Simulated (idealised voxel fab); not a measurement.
The following is a process module called voxel local oxidation.
Cross-section cut spans 220 nm and uses square cells 5 nm in size.
For the purposes of this document, a cross-section shall be understood as a grid of square cells, specified as bands listed in top-to-bottom order, each band consisting of one or more rows of cells.
For a band, the entry starts with two heights in nm, that of the top and then that of the bottom, and carries on with the band's materials in order from left to right, each alongside its width in nm; the word "everywhere" beside a single material means it fills the band edge to edge, and "blank" means empty space.
Measure heights from 0. That's the level where, below it, the as-received wafer is all one material. The lowest band is bottomless and extends downward; write it as in "0 nm and below".
When a width is written as two numbers, as in "30..40", the first number is the width in the top row of cells of the band and the second is the width in its bottom row, and the width changes by the same amount from each row to the next.
Step note "remained unchanged" = no cross-section cell changed.
You'll see "Sealed cavities" listing empty spaces that have no way open to the top, as long as they're 8 cells or more; the notation is width x height at distance, where the distance is from the left edge, and all of it is in nm.
Formally, on a step line, whatever follows the settings is a remark that the simulator itself makes on the step.
The optional step-line setting "overlay nm" applies to steps with a mask and quantifies how far to the right of its planned location the mask lay, a negative value indicating leftward placement.

PROCESS STEPS - PLAN
1,RECEIVE: material Si
2,OXIDIZE: depth nm 5
3,CONFORMAL_DEP: material SiN, thk nm 15
4,PATTERN: tone cover, mask id ACTIVE, material resist, width nm 110, thk nm 15, overlay nm 0
5,DIRECTIONAL_ETCH: etch materials SiN, depth nm 15
6,STRIP: etch materials resist
7,SELECTIVE_ETCH: etch materials SiO2, depth nm 5
8,OXIDIZE: depth nm 10
9,STRIP: etch materials SiN

THE FIRST OF A SET OF TWO WAFERS, RUN TO PLAN

CROSS-SECTION OF THE WAFER AT RECEIPT, WHICH IS THE CONDITION AFTER STEP 1
0 nm and below  Si everywhere
Sealed cavities: none

UPON COMPLETION OF STEP 2, THE WAFER APPEARS IN CROSS-SECTION AS SHOWN
0 nm to -5 nm  SiO2 everywhere
Beneath the level -5, the cross-section is identical to its previous state.

UPON COMPLETION OF STEP 3, THE WAFER APPEARS IN CROSS-SECTION AS SHOWN
15 nm to 0 nm  SiN everywhere
Beneath the level 0, the cross-section is identical to its previous state.

UPON COMPLETION OF STEP 4, THE WAFER APPEARS IN CROSS-SECTION AS SHOWN
30 nm to 15 nm  blank 55 nm / resist 110 nm / blank 55 nm
Beneath the level 15, the cross-section is identical to its previous state.

UPON COMPLETION OF STEP 5, THE WAFER APPEARS IN CROSS-SECTION AS SHOWN
30 nm to 15 nm  blank 55 nm / resist 110 nm / blank 55 nm
15 nm to 0 nm  blank 55 nm / SiN 110 nm / blank 55 nm
Beneath the level 0, the cross-section is identical to its previous state.

UPON COMPLETION OF STEP 6, THE WAFER APPEARS IN CROSS-SECTION AS SHOWN
15 nm to 0 nm  blank 55 nm / SiN 110 nm / blank 55 nm
Beneath the level 0, the cross-section is identical to its previous state.

UPON COMPLETION OF STEP 7, THE WAFER APPEARS IN CROSS-SECTION AS SHOWN
15 nm to 0 nm  blank 55 nm / SiN 110 nm / blank 55 nm
0 nm to -5 nm  blank 60 nm / SiO2 100 nm / blank 60 nm
Beneath the level -5, the cross-section is identical to its previous state.

UPON COMPLETION OF STEP 8, THE WAFER APPEARS IN CROSS-SECTION AS SHOWN
15 nm to 0 nm  blank 55 nm / SiN 110 nm / blank 55 nm
0 nm to -5 nm  blank 60 nm / SiO2 100 nm / blank 60 nm
-5 nm to -15 nm  SiO2 70 nm / Si 80 nm / SiO2 70 nm
Beneath the level -15, the cross-section is identical to its previous state.

UPON COMPLETION OF STEP 9, THE WAFER APPEARS IN CROSS-SECTION AS SHOWN
0 nm to -5 nm  blank 60 nm / SiO2 100 nm / blank 60 nm
Beneath the level -5, the cross-section is identical to its previous state.

THE SECOND WAFER WAS PREPARED FROM THE SAME STARTING POINT AND UNDER THE SAME PLAN AS THE FIRST; ITS PROCESSING CONTAINED ONE MISTAKE, AND IT REMAINS INDISTINGUISHABLE FROM THE FIRST WAFER UP TO AND INCLUDING STEP 7

CROSS-SECTION OF THE SECOND WAFER WHEN, ACCORDING TO PLAN, STEP 8 SHOULD HAVE FINISHED
0 nm to -5 nm  blank 60 nm / SiO2 100 nm / blank 60 nm
Beneath the level -5, the cross-section is identical to its previous state.

CROSS-SECTION OF THE SECOND WAFER WHEN, ACCORDING TO PLAN, STEP 9 SHOULD HAVE FINISHED
0 nm to -5 nm  blank 60 nm / SiO2 100 nm / blank 60 nm
-5 nm to -15 nm  SiO2 70 nm / Si 80 nm / SiO2 70 nm
Beneath the level -15, the cross-section is identical to its previous state.
The plan and the run diverged here: steps 8 and 9 swapped
Result: same final cross-section on the two wafers, so no effect from the mistake in this model.
